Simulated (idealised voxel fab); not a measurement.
Module name: voxel gate over fins (process module)
The cross-section on display is named cut; it measures 295 nm wide, and its cells are 5 nm squares.
When this document writes out a cross-section, it uses a grid of square cells and lists it as bands, beginning at the top and moving down, with a band standing for one or more rows of cells.
It is stipulated that each band's entry specify, in nanometres, the height of the top of the band and then that of its bottom, followed by the materials of the band in left-to-right sequence, each together with its width in nanometres. A single material marked by the word "all across" is understood to fill the band from edge to edge; the word "air" is understood to denote empty space.
Height 0 is the level under which the wafer as received is all one material. The lowest band goes on downwards, as in "z 0 and below".
A width such as "30..40" changes by the same amount from each row of cells to the next, from the band's top row to its bottom row.
A step reported as "identical to before" is a step in which no cell of the cross-section changed.
Enclosed voids (no open way to top), threshold 8 cells or more, entry "Trapped void list", notation width x height at distance, distance from left edge, nm.
Formally, on a step line, whatever follows the settings is a remark that the simulator itself makes on the step.
A step line may carry the setting "overlay nm", which, for steps involving a mask, states the distance by which the mask lay to the right of its intended position; negative values denote displacement to the left.

### Intended process steps
1 RECEIVE [material Si]
2 CONFORMAL_DEP [material SiN] [thk nm 10]
3 MASKED_ETCH [tone cover] [mask id FINS] [width nm 15] [pitch nm 55] [etch materials SiN] [depth nm 10] [overlay nm 0]
4 MASKED_ETCH [tone cover] [mask id FINS] [width nm 15] [pitch nm 55] [etch materials Si] [depth nm 35] [overlay nm 0]
5 FILL_DEP [material SiO2] [thk nm 10]
6 CMP [height nm 10]
7 PATTERN [tone open] [mask id RAIL] [material resist] [width nm 15] [thk nm 15] [overlay nm 0]
8 DIRECTIONAL_ETCH [etch materials SiO2] [depth nm 40]
9 STRIP [etch materials resist]
10 CONFORMAL_DEP [material TiN] [thk nm 5]
11 FILL_DEP [material Ru] [thk nm 5]
12 CMP [height nm 10]
13 SELECTIVE_ETCH [etch materials W Ru TiN] [depth nm 30]
14 FILL_DEP [material SiO2] [thk nm 5]
15 CMP [height nm 10]
16 SELECTIVE_ETCH [etch materials SiO2] [depth nm 25]
17 STRIP [etch materials SiN]
18 CONFORMAL_DEP [material HfO2] [thk nm 5]
19 CONFORMAL_DEP [material TiN] [thk nm 5]
20 FILL_DEP [material W] [thk nm 10]
21 CMP [height nm 15]
22 CONFORMAL_DEP [material SiCN] [thk nm 10]

### So, the first of our two wafers, run just as we planned it

### Cross-section, incoming material, after step 1
> z 0 and below | Si all across
> Trapped void list: none

### Once step 2 is through, the wafer looks like this in cross-section
> z 10 to 0 | SiN all across
> Beneath the level 0, the cross-section is identical to its previous state.

### Once step 3 is through, the wafer looks like this in cross-section
> z 10 to 0 | 110 of air  15 of SiN  40 of air  15 of SiN  115 of air
> Beneath the level 0, the cross-section is identical to its previous state.

### Once step 4 is through, the wafer looks like this in cross-section
> z 10 to 0 | 110 of air  15 of SiN  40 of air  15 of SiN  115 of air
> z 0 to -35 | 110 of air  15 of Si  40 of air  15 of Si  115 of air
> Beneath the level -35, the cross-section is identical to its previous state.

### Once step 5 is through, the wafer looks like this in cross-section
> z 20 to 10 | SiO2 all across
> z 10 to 0 | 110 of SiO2  15 of SiN  40 of SiO2  15 of SiN  115 of SiO2
> z 0 to -35 | 110 of SiO2  15 of Si  40 of SiO2  15 of Si  115 of SiO2
> Beneath the level -35, the cross-section is identical to its previous state.

### Once step 6 is through, the wafer looks like this in cross-section
> z 10 to 0 | 110 of SiO2  15 of SiN  40 of SiO2  15 of SiN  115 of SiO2
> Beneath the level 0, the cross-section is identical to its previous state.

### Once step 7 is through, the wafer looks like this in cross-section
> z 25 to 10 | 135 of resist  15 of air  145 of resist
> Beneath the level 10, the cross-section is identical to its previous state.

### Once step 8 is through, the wafer looks like this in cross-section
> z 25 to 10 | 135 of resist  15 of air  145 of resist
> z 10 to 0 | 110 of SiO2  15 of SiN  10 of SiO2  15 of air  15 of SiO2  15 of SiN  115 of SiO2
> z 0 to -30 | 110 of SiO2  15 of Si  10 of SiO2  15 of air  15 of SiO2  15 of Si  115 of SiO2
> Beneath the level -30, the cross-section is identical to its previous state.

### Once step 9 is through, the wafer looks like this in cross-section
> z 10 to 0 | 110 of SiO2  15 of SiN  10 of SiO2  15 of air  15 of SiO2  15 of SiN  115 of SiO2
> Beneath the level 0, the cross-section is identical to its previous state.

### Once step 10 is through, the wafer looks like this in cross-section
> z 15 to 10 | 140 of TiN  5 of air  150 of TiN
> z 10 to 0 | 110 of SiO2  15 of SiN  10 of SiO2  5 of TiN  5 of air  5 of TiN  15 of SiO2  15 of SiN  115 of SiO2
> z 0 to -25 | 110 of SiO2  15 of Si  10 of SiO2  5 of TiN  5 of air  5 of TiN  15 of SiO2  15 of Si  115 of SiO2
> z -25 to -30 | 110 of SiO2  15 of Si  10 of SiO2  15 of TiN  15 of SiO2  15 of Si  115 of SiO2
> Beneath the level -30, the cross-section is identical to its previous state.

### Once step 11 is through, the wafer looks like this in cross-section
> z 20 to 15 | Ru all across
> z 15 to 10 | 140 of TiN  5 of Ru  150 of TiN
> z 10 to 0 | 110 of SiO2  15 of SiN  10 of SiO2  5 of TiN  5 of Ru  5 of TiN  15 of SiO2  15 of SiN  115 of SiO2
> z 0 to -25 | 110 of SiO2  15 of Si  10 of SiO2  5 of TiN  5 of Ru  5 of TiN  15 of SiO2  15 of Si  115 of SiO2
> Beneath the level -25, the cross-section is identical to its previous state.

### Once step 12 is through, the wafer looks like this in cross-section
> z 10 to 0 | 110 of SiO2  15 of SiN  10 of SiO2  5 of TiN  5 of Ru  5 of TiN  15 of SiO2  15 of SiN  115 of SiO2
> Beneath the level 0, the cross-section is identical to its previous state.

### Once step 13 is through, the wafer looks like this in cross-section
> z 10 to 0 | 110 of SiO2  15 of SiN  10 of SiO2  15 of air  15 of SiO2  15 of SiN  115 of SiO2
> z 0 to -20 | 110 of SiO2  15 of Si  10 of SiO2  15 of air  15 of SiO2  15 of Si  115 of SiO2
> Beneath the level -20, the cross-section is identical to its previous state.

### Once step 14 is through, the wafer looks like this in cross-section
> z 15 to 10 | SiO2 all across
> z 10 to 0 | 110 of SiO2  15 of SiN  40 of SiO2  15 of SiN  115 of SiO2
> z 0 to -20 | 110 of SiO2  15 of Si  40 of SiO2  15 of Si  115 of SiO2
> Beneath the level -20, the cross-section is identical to its previous state.

### Once step 15 is through, the wafer looks like this in cross-section
> z 10 to 0 | 110 of SiO2  15 of SiN  40 of SiO2  15 of SiN  115 of SiO2
> Beneath the level 0, the cross-section is identical to its previous state.

### Once step 16 is through, the wafer looks like this in cross-section
> z 10 to 0 | 110 of air  15 of SiN  40 of air  15 of SiN  115 of air
> z 0 to -15 | 110 of air  15 of Si  40 of air  15 of Si  115 of air
> Beneath the level -15, the cross-section is identical to its previous state.

### Once step 17 is through, the wafer looks like this in cross-section
> z 0 to -15 | 110 of air  15 of Si  40 of air  15 of Si  115 of air
> Beneath the level -15, the cross-section is identical to its previous state.

### Once step 18 is through, the wafer looks like this in cross-section
> z 5 to 0 | 105 of air  25 of HfO2  30 of air  25 of HfO2  110 of air
> z 0 to -10 | 105 of air  5 of HfO2  15 of Si  5 of HfO2  30 of air  5 of HfO2  15 of Si  5 of HfO2  110 of air
> z -10 to -15 | 110 of HfO2  15 of Si  40 of HfO2  15 of Si  115 of HfO2
> Beneath the level -15, the cross-section is identical to its previous state.

### Once step 19 is through, the wafer looks like this in cross-section
> z 10 to 5 | 100 of air  35 of TiN  20 of air  35 of TiN  105 of air
> z 5 to 0 | 100 of air  5 of TiN  25 of HfO2  5 of TiN  20 of air  5 of TiN  25 of HfO2  5 of TiN  105 of air
> z 0 to -5 | 100 of air  5 of TiN  5 of HfO2  15 of Si  5 of HfO2  5 of TiN  20 of air  5 of TiN  5 of HfO2  15 of Si  5 of HfO2  5 of TiN  105 of air
> z -5 to -10 | 105 of TiN  5 of HfO2  15 of Si  5 of HfO2  30 of TiN  5 of HfO2  15 of Si  5 of HfO2  110 of TiN
> Beneath the level -10, the cross-section is identical to its previous state.

### Once step 20 is through, the wafer looks like this in cross-section
> z 20 to 10 | W all across
> z 10 to 5 | 100 of W  35 of TiN  20 of W  35 of TiN  105 of W
> z 5 to 0 | 100 of W  5 of TiN  25 of HfO2  5 of TiN  20 of W  5 of TiN  25 of HfO2  5 of TiN  105 of W
> z 0 to -5 | 100 of W  5 of TiN  5 of HfO2  15 of Si  5 of HfO2  5 of TiN  20 of W  5 of TiN  5 of HfO2  15 of Si  5 of HfO2  5 of TiN  105 of W
> Beneath the level -5, the cross-section is identical to its previous state.

### Once step 21 is through, the wafer looks like this in cross-section
> z 15 to 10 | W all across
> Beneath the level 10, the cross-section is identical to its previous state.

### Once step 22 is through, the wafer looks like this in cross-section
> z 25 to 15 | SiCN all across
> Beneath the level 15, the cross-section is identical to its previous state.

### The remaining wafer, second of the two, started like the first and was run to the same plan, except that one mistake was made along the way; the two coincide through step 17, inclusive

### Cross-section of the second wafer when, according to plan, step 18 should have finished
> z 5 to 0 | 105 of air  25 of TiN  30 of air  25 of TiN  110 of air
> z 0 to -10 | 105 of air  5 of TiN  15 of Si  5 of TiN  30 of air  5 of TiN  15 of Si  5 of TiN  110 of air
> z -10 to -15 | 110 of TiN  15 of Si  40 of TiN  15 of Si  115 of TiN
> Beneath the level -15, the cross-section is identical to its previous state.

### Cross-section of the second wafer when, according to plan, step 19 should have finished
> z 10 to 5 | 100 of air  35 of HfO2  20 of air  35 of HfO2  105 of air
> z 5 to 0 | 100 of air  5 of HfO2  25 of TiN  5 of HfO2  20 of air  5 of HfO2  25 of TiN  5 of HfO2  105 of air
> z 0 to -5 | 100 of air  5 of HfO2  5 of TiN  15 of Si  5 of TiN  5 of HfO2  20 of air  5 of HfO2  5 of TiN  15 of Si  5 of TiN  5 of HfO2  105 of air
> z -5 to -10 | 105 of HfO2  5 of TiN  15 of Si  5 of TiN  30 of HfO2  5 of TiN  15 of Si  5 of TiN  110 of HfO2
> Beneath the level -10, the cross-section is identical to its previous state.

### Cross-section of the second wafer when, according to plan, step 20 should have finished
> z 20 to 10 | W all across
> z 10 to 5 | 100 of W  35 of HfO2  20 of W  35 of HfO2  105 of W
> z 5 to 0 | 100 of W  5 of HfO2  25 of TiN  5 of HfO2  20 of W  5 of HfO2  25 of TiN  5 of HfO2  105 of W
> z 0 to -5 | 100 of W  5 of HfO2  5 of TiN  15 of Si  5 of TiN  5 of HfO2  20 of W  5 of HfO2  5 of TiN  15 of Si  5 of TiN  5 of HfO2  105 of W
> Beneath the level -5, the cross-section is identical to its previous state.

### Cross-section of the second wafer when, according to plan, step 21 should have finished
> z 15 to 10 | W all across
> Beneath the level 10, the cross-section is identical to its previous state.

### Cross-section of the second wafer when, according to plan, step 22 should have finished
> z 25 to 15 | SiCN all across
> Beneath the level 15, the cross-section is identical to its previous state.
Error vs. plan: so 18 and 19 got swapped relative to the plan, each ran where the other was supposed to
Tallied in cells, the final second wafer holds each material in the same quantity as the first, although not at the same places.
